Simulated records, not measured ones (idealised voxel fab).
process module | voxel self aligned vias
cross-section cut | 200 nm wide | cells 5 nm
A cross-section is a grid of square cells, given in bands from the top down. A band is one or more rows of cells.
Each band's line starts with the height of the band's top and of its bottom, in nm. Then come its materials from left to right, each with its width in nm. One material with "throughout" fills the band from edge to edge. "air" is empty space.
Height 0 is the level under which the wafer as received is all one material. The lowest band goes on downwards, as in "0 down".
A width such as "30 to 40" changes by the same amount from each row of cells to the next, from the band's top row to its bottom row.
"no change" after a step means that no cell of the cross-section changed.
closed voids: empty space of 8 cells or more with no open way to the top, each as width x height at its distance from the left edge, in nm
after a step's settings: what the simulator itself notes on the step
overlay nm, on a step with a mask: how far to the right of its planned place the mask lay; to the left if negative
plan
1 op RECEIVE | material Si
2 op CONFORMAL_DEP | material SiO2 | thk nm 15
3 op CONFORMAL_DEP | material SiCN | thk nm 5
4 op DIRECTIONAL_DEP | material SiO2 | thk nm 20
5 op DIRECTIONAL_DEP | material aC | thk nm 10
6 op PATTERN | tone open | mask id LINES | material resist | width nm 20 | pitch nm 70 | thk nm 25 | overlay nm 0
7 op DIRECTIONAL_ETCH | etch materials aC | depth nm 10
8 op STRIP | etch materials resist
9 op DIRECTIONAL_ETCH | etch materials SiO2 | depth nm 20
10 op STRIP | etch materials aC
11 op CONFORMAL_DEP | material TiN | thk nm 5
12 op FILL_DEP | material Ru | thk nm 10
13 op CMP | height nm 40
14 op SELECTIVE_ETCH | etch materials W Ru TiN | depth nm 5
15 op FILL_DEP | material SiN | thk nm 10
16 op CMP | height nm 40
17 op DIRECTIONAL_DEP | material SiO2 | thk nm 15
18 op MASKED_ETCH | tone open | mask id VIAS | width nm 40 | etch materials SiO2 | depth nm 15 | overlay nm 0
19 op MASKED_ETCH | tone open | mask id VIAS | width nm 40 | etch materials SiN | depth nm 5 | overlay nm -15
20 op CONFORMAL_DEP | material TiN | thk nm 5
21 op FILL_DEP | material Cu | thk nm 10
22 op CMP | height nm 55
23 op CONFORMAL_DEP | material SiCN | thk nm 5
varied across the wafers: overlay nm of step 19. The plan shows the first wafer's value. All wafers start alike
first wafer as received, after step 1
  0 down: Si throughout
  closed voids: none
each wafer at the end: cells of each material gained (+) or lost (-) since it was received, then its closed voids
overlay nm -15 | +13 Cu | +8 Ru | +80 SiCN | +5 SiN | +344 SiO2 | +30 TiN | closed voids: none
overlay nm -10 | +14 Cu | +8 Ru | +80 SiCN | +4 SiN | +344 SiO2 | +30 TiN | closed voids: none
overlay nm -5 | +14 Cu | +8 Ru | +80 SiCN | +4 SiN | +344 SiO2 | +30 TiN | closed voids: none
overlay nm 0 | +14 Cu | +8 Ru | +80 SiCN | +4 SiN | +344 SiO2 | +30 TiN | closed voids: none
overlay nm 5 | +14 Cu | +8 Ru | +80 SiCN | +4 SiN | +344 SiO2 | +30 TiN | closed voids: none
overlay nm 10 | +14 Cu | +8 Ru | +80 SiCN | +4 SiN | +344 SiO2 | +30 TiN | closed voids: none
overlay nm 15 | +13 Cu | +8 Ru | +80 SiCN | +5 SiN | +344 SiO2 | +30 TiN | closed voids: none
